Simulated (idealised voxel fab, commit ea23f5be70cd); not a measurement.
You're looking at the process module voxel self aligned vias.
Section cut is 175 nm wide and gridded with 5 nm square cells.
A cross-section in this document is a grid of square cells, and it is written down as bands, the top band listed before the ones below it; a band is made up of one or more rows of cells. Read a band's entry like this: the first values are the height of its top and the height of its bottom in nm, and what follows is the sequence of materials from left to right, each with its width in nm. Note that "air" is empty space, and that a single material marked "full width" reaches across the band from edge to edge. The level at which height equals 0 is the one under which the wafer, as it arrives, is entirely one material. No lower edge exists for the bottom band, which continues downward and is notated as in "top 0, no bottom". A width given as "30..40" starts at the first number in the band's top row and ends at the second number in its bottom row, shifting by an equal amount at every step from row to row. It should be understood that the words "remains unaltered", when stated for a given step, signify that the cross-section underwent no change in any of its cells during that step. Empty spaces counting at least 8 cells and having no open way to the top are listed in "Closed void catalog". The notation width x height at distance is used for each, the distance being from the left edge and all three values in nm. Where a step's line continues beyond its settings, the continuation is a remark by the simulator itself on that step. If you see "overlay nm" on a step's line and that step has a mask, it's telling you how far right of where it was planned the mask ended up; a negative number means it went left instead.

The process steps that were planned are listed below
step 1: RECEIVE, material Si
step 2: CONFORMAL_DEP, material SiO2, thk nm 15
step 3: CONFORMAL_DEP, material SiCN, thk nm 5
step 4: DIRECTIONAL_DEP, material lowk, thk nm 20
step 5: PATTERN, tone open, mask id LINES, material resist, width nm 20, pitch nm 70, thk nm 15, overlay nm 0
step 6: DIRECTIONAL_ETCH, etch materials lowk, depth nm 20
step 7: STRIP, etch materials resist
step 8: CONFORMAL_DEP, material TiN, thk nm 5
step 9: FILL_DEP, material Ru, thk nm 10
step 10: CMP, height nm 40
step 11: SELECTIVE_ETCH, etch materials W Ru TiN, depth nm 5
step 12: FILL_DEP, material SiN, thk nm 10
step 13: CMP, height nm 40
step 14: DIRECTIONAL_DEP, material lowk, thk nm 20
step 15: PATTERN, tone open, mask id VIAS, material resist, width nm 40, thk nm 20, overlay nm -15
step 16: DIRECTIONAL_ETCH, etch materials lowk, depth nm 20
step 17: DIRECTIONAL_ETCH, etch materials SiN, depth nm 5
step 18: STRIP, etch materials resist
step 19: CONFORMAL_DEP, material TiN, thk nm 5
step 20: FILL_DEP, material W, thk nm 5
step 21: CMP, height nm 60
step 22: CONFORMAL_DEP, material SiCN, thk nm 5
Heads up: all these wafers start the same, and what changes between them is the overlay nm in step 15. The value you see in the plan is just what the first wafer got.

Sectional view: first of several wafers, as received, after step 1
  top 0, no bottom  Si full width
  Closed void catalog: none

Each wafer at the end: cells of each material gained (+) or lost (-) since it was received, then its closed voids
overlay nm -15, +8 Ru, +70 SiCN, +5 SiN, +105 SiO2, +32 TiN, +19 W, +216 lowk, Closed void catalog: none
overlay nm -10, +8 Ru, +70 SiCN, +4 SiN, +105 SiO2, +32 TiN, +20 W, +216 lowk, Closed void catalog: none
overlay nm -5, +8 Ru, +70 SiCN, +4 SiN, +105 SiO2, +32 TiN, +20 W, +216 lowk, Closed void catalog: none
overlay nm 0, +8 Ru, +70 SiCN, +4 SiN, +105 SiO2, +32 TiN, +20 W, +216 lowk, Closed void catalog: none
overlay nm 5, +8 Ru, +70 SiCN, +4 SiN, +105 SiO2, +32 TiN, +20 W, +216 lowk, Closed void catalog: none
overlay nm 10, +8 Ru, +70 SiCN, +4 SiN, +105 SiO2, +32 TiN, +20 W, +216 lowk, Closed void catalog: none
overlay nm 15, +8 Ru, +70 SiCN, +5 SiN, +105 SiO2, +32 TiN, +19 W, +216 lowk, Closed void catalog: none
